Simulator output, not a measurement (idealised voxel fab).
process module | voxel ribs on slabs
cross-section cut | 185 nm wide | cells 5 nm
A cross-section is a grid of square cells, given in bands from the top down. A band is one or more rows of cells.
Each band's line starts with the height of the band's top and of its bottom, in nm. Then come its materials from left to right, each with its width in nm. One material with "throughout" fills the band from edge to edge. "air" is empty space.
Height 0 is the level under which the wafer as received is all one material. The lowest band goes on downwards, as in "0 down".
A width such as "30 to 40" changes by the same amount from each row of cells to the next, from the band's top row to its bottom row.
"no change" after a step means that no cell of the cross-section changed.
closed voids: empty space of 8 cells or more with no open way to the top, each as width x height at its distance from the left edge, in nm
after a step's settings: what the simulator itself notes on the step
overlay nm, on a step with a mask: how far to the right of its planned place the mask lay; to the left if negative
plan
1 op RECEIVE | material Si
2 op DIRECTIONAL_DEP | material SiO2 | thk nm 25
3 op DIRECTIONAL_DEP | material SiN | thk nm 15
4 op PATTERN | tone cover | mask id RIB | material resist | width nm 30 | thk nm 15 | overlay nm 0
5 op DIRECTIONAL_ETCH | etch materials SiN | depth nm 5
6 op STRIP | etch materials resist
7 op DIRECTIONAL_DEP | material aC | thk nm 10
8 op PATTERN | tone cover | mask id SLAB | material resist | width nm 60 | thk nm 25 | overlay nm 0
9 op DIRECTIONAL_ETCH | etch materials aC | depth nm 10
10 op STRIP | etch materials resist
11 op DIRECTIONAL_ETCH | etch materials SiN | depth nm 10
12 op STRIP | etch materials aC
13 op FILL_DEP | material SiO2 | thk nm 25
14 op CMP | height nm 60
15 op DIRECTIONAL_DEP | material W | thk nm 5
16 op PATTERN | tone cover | mask id HEATER | material resist | width nm 40 | thk nm 15 | overlay nm 0
17 op DIRECTIONAL_ETCH | etch materials W | depth nm 5
18 op STRIP | etch materials resist
19 op CONFORMAL_DEP | material SiN | thk nm 10
as received, after step 1
  0 down: Si throughout
  closed voids: none
a wafer at the end: this start, this plan, one mistake
  65 to 60: air 70 | W 40 | air 75
  60 to 40: SiO2 throughout
  40 to 35: SiO2 75 | SiN 30 | SiO2 80
  35 to 25: SiO2 60 | SiN 60 | SiO2 65
  25 to 0: SiO2 throughout
  0 down: Si throughout
  closed voids: none
what went wrong: step 19 was left out
